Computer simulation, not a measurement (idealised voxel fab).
Process module in this document: voxel released beams
In the cross-section labelled cut, the width is 270 nm and each square cell is 5 nm.
Cross-section layout: square cells on a grid; listed as bands, top to bottom; a band spans one or more cell rows.
For a band, the entry starts with two heights in nm, that of the top and then that of the bottom, and carries on with the band's materials in order from left to right, each alongside its width in nm; the word "edge to edge" beside a single material means it fills the band edge to edge, and "empty" means empty space.
Below 0: as-received wafer, all one material; heights counted from there. Lowest band: no bottom, goes on down, written "0 -> down".
Width "30->40": first value at the band's top row of cells, second value at its bottom row, equal change from row to row.
You'll sometimes find "nothing changed" written for a step, and that's the way of saying that nowhere in the cross-section did a cell change during that step.
What "Voids, enclosed" gives you is every empty space of 8 cells or more that is cut off from the top. Each appears as width x height at distance, with the distance taken from the left edge and width, height and distance all in nm.
Formally, on a step line, whatever follows the settings is a remark that the simulator itself makes on the step.
Among the settings permitted on a step's line is "overlay nm"; applied to a step with a mask, it specifies the extent to which the mask lay to the right of its planned position, whereas a negative figure signifies a position to the left.
### The following list gives the planned process steps
1,RECEIVE [material Si]
2,CONFORMAL_DEP [material Al2O3] [thk nm 5]
3,DIRECTIONAL_DEP [material SiO2] [thk nm 10]
4,MASKED_ETCH [tone open] [mask id ANCHOR] [width nm 25] [etch materials SiO2] [depth nm 10] [overlay nm 0]
5,CONFORMAL_DEP [material W] [thk nm 10]
6,MASKED_ETCH [tone cover] [mask id BEAM] [width nm 105] [etch materials W] [depth nm 10] [overlay nm 0]
7,STRIP [etch materials SiO2]
### Incoming wafer, cross-sectional view, post step 1
> 0 -> down: Si edge to edge
> Voids, enclosed: none
### Here's the cross-section of the first of our two wafers at the end of the module - it ran as planned
> 25 -> 15: empty: 80 | W: 15 | empty: 5 | W: 85 | empty: 85
> 15 -> 5: empty: 85 | W: 25 | empty: 160
> 5 -> 0: Al2O3 edge to edge
> 0 -> down: Si edge to edge
> Voids, enclosed: none
### Now the second wafer, cross-sectioned at the end of the module. Nothing different at the start, nothing different in the plan compared with the first, just one mistake when it was actually run
> 20 -> 10: empty: 80 | W: 15 | empty: 5 | W: 85 | empty: 85
> 10 -> 0: empty: 85 | W: 25 | empty: 160
> 0 -> down: Si edge to edge
> Voids, enclosed: none
Short version of what went wrong: step 2 of the plan: omitted, not performed
Final cells, second wafer relative to first, materials higher or lower: Al2O3: 54 fewer
